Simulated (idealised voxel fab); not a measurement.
process module | voxel spacer lines
cross-section cut | 245 nm wide | cells 5 nm
A cross-section is a grid of square cells, given in bands from the top down. A band is one or more rows of cells.
Each band's line starts with the height of the band's top and of its bottom, in nm. Then come its materials from left to right, each with its width in nm. One material with "throughout" fills the band from edge to edge. "air" is empty space.
Height 0 is the level under which the wafer as received is all one material. The lowest band goes on downwards, as in "0 down".
A width such as "30 to 40" changes by the same amount from each row of cells to the next, from the band's top row to its bottom row.
"no change" after a step means that no cell of the cross-section changed.
closed voids: empty space of 8 cells or more with no open way to the top, each as width x height at its distance from the left edge, in nm
after a step's settings: what the simulator itself notes on the step
overlay nm, on a step with a mask: how far to the right of its planned place the mask lay; to the left if negative
plan
1 op RECEIVE | material Si
2 op CONFORMAL_DEP | material Al2O3 | thk nm 5
3 op DIRECTIONAL_DEP | material TiN | thk nm 10
4 op DIRECTIONAL_DEP | material aC | thk nm 25
5 op PATTERN | tone cover | mask id MANDREL | material resist | width nm 20 | pitch nm 60 | thk nm 30 | overlay nm 0
6 op DIRECTIONAL_ETCH | etch materials aC | depth nm 25
7 op STRIP | etch materials resist
8 op CONFORMAL_DEP | material SiO2 | thk nm 10
9 op DIRECTIONAL_ETCH | etch materials SiO2 | depth nm 10
10 op STRIP | etch materials aC
11 op DIRECTIONAL_ETCH | etch materials TiN | depth nm 10
12 op STRIP | etch materials SiO2
13 op FILL_DEP | material lowk | thk nm 5
14 op CMP | height nm 15
first wafer, as planned
as received, after step 1
  0 down: Si throughout
  closed voids: none
after step 2
  5 to 0: Al2O3 throughout
  below 0: unchanged
after step 3
  15 to 5: TiN throughout
  below 5: unchanged
after step 4
  40 to 15: aC throughout
  below 15: unchanged
after step 5
  70 to 40: air 80 | resist 20 | air 40 | resist 20 | air 85
  below 40: unchanged
after step 6
  45 to 40: air 80 | resist 20 | air 40 | resist 20 | air 85
  40 to 15: air 80 | aC 20 | air 40 | aC 20 | air 85
  below 15: unchanged
after step 7
  40 to 15: air 80 | aC 20 | air 40 | aC 20 | air 85
  below 15: unchanged
after step 8
  50 to 40: air 70 | SiO2 40 | air 20 | SiO2 40 | air 75
  40 to 25: air 70 | SiO2 10 | aC 20 | SiO2 10 | air 20 | SiO2 10 | aC 20 | SiO2 10 | air 75
  25 to 15: SiO2 80 | aC 20 | SiO2 40 | aC 20 | SiO2 85
  below 15: unchanged
after step 9
  40 to 15: air 70 | SiO2 10 | aC 20 | SiO2 10 | air 20 | SiO2 10 | aC 20 | SiO2 10 | air 75
  below 15: unchanged
after step 10
  40 to 15: air 70 | SiO2 10 | air 20 | SiO2 10 | air 20 | SiO2 10 | air 20 | SiO2 10 | air 75
  below 15: unchanged
after step 11
  40 to 15: air 70 | SiO2 10 | air 20 | SiO2 10 | air 20 | SiO2 10 | air 20 | SiO2 10 | air 75
  15 to 5: air 70 | TiN 10 | air 20 | TiN 10 | air 20 | TiN 10 | air 20 | TiN 10 | air 75
  below 5: unchanged
after step 12
  15 to 5: air 70 | TiN 10 | air 20 | TiN 10 | air 20 | TiN 10 | air 20 | TiN 10 | air 75
  below 5: unchanged
after step 13
  20 to 15: lowk throughout
  15 to 5: lowk 70 | TiN 10 | lowk 20 | TiN 10 | lowk 20 | TiN 10 | lowk 20 | TiN 10 | lowk 75
  below 5: unchanged
after step 14
  15 to 5: lowk 70 | TiN 10 | lowk 20 | TiN 10 | lowk 20 | TiN 10 | lowk 20 | TiN 10 | lowk 75
  below 5: unchanged
second wafer: like start, like plan, one mistake. Through step 1 it matches the first wafer
when step 2 should have ended
  5 to 0: TiN throughout
  below 0: unchanged
when step 3 should have ended
  15 to 0: TiN throughout
  below 0: unchanged
when step 4 should have ended
  40 to 15: aC throughout
  below 15: unchanged
when step 5 should have ended
  70 to 40: air 80 | resist 20 | air 40 | resist 20 | air 85
  below 40: unchanged
when step 6 should have ended
  45 to 40: air 80 | resist 20 | air 40 | resist 20 | air 85
  40 to 15: air 80 | aC 20 | air 40 | aC 20 | air 85
  below 15: unchanged
when step 7 should have ended
  40 to 15: air 80 | aC 20 | air 40 | aC 20 | air 85
  below 15: unchanged
when step 8 should have ended
  50 to 40: air 70 | SiO2 40 | air 20 | SiO2 40 | air 75
  40 to 25: air 70 | SiO2 10 | aC 20 | SiO2 10 | air 20 | SiO2 10 | aC 20 | SiO2 10 | air 75
  25 to 15: SiO2 80 | aC 20 | SiO2 40 | aC 20 | SiO2 85
  below 15: unchanged
when step 9 should have ended
  40 to 15: air 70 | SiO2 10 | aC 20 | SiO2 10 | air 20 | SiO2 10 | aC 20 | SiO2 10 | air 75
  below 15: unchanged
when step 10 should have ended
  40 to 15: air 70 | SiO2 10 | air 20 | SiO2 10 | air 20 | SiO2 10 | air 20 | SiO2 10 | air 75
  below 15: unchanged
when step 11 should have ended
  40 to 15: air 70 | SiO2 10 | air 20 | SiO2 10 | air 20 | SiO2 10 | air 20 | SiO2 10 | air 75
  15 to 5: air 70 | TiN 10 | air 20 | TiN 10 | air 20 | TiN 10 | air 20 | TiN 10 | air 75
  below 5: unchanged
when step 12 should have ended
  15 to 5: air 70 | TiN 10 | air 20 | TiN 10 | air 20 | TiN 10 | air 20 | TiN 10 | air 75
  below 5: unchanged
when step 13 should have ended
  20 to 15: lowk throughout
  15 to 5: lowk 70 | TiN 10 | lowk 20 | TiN 10 | lowk 20 | TiN 10 | lowk 20 | TiN 10 | lowk 75
  below 5: unchanged
when step 14 should have ended
  15 to 5: lowk 70 | TiN 10 | lowk 20 | TiN 10 | lowk 20 | TiN 10 | lowk 20 | TiN 10 | lowk 75
  below 5: unchanged
what went wrong: step 2 ran as: op CONFORMAL_DEP | material TiN | thk nm 5
at the end the second wafer has, in cells: 49 fewer of Al2O3 | 49 more of TiN
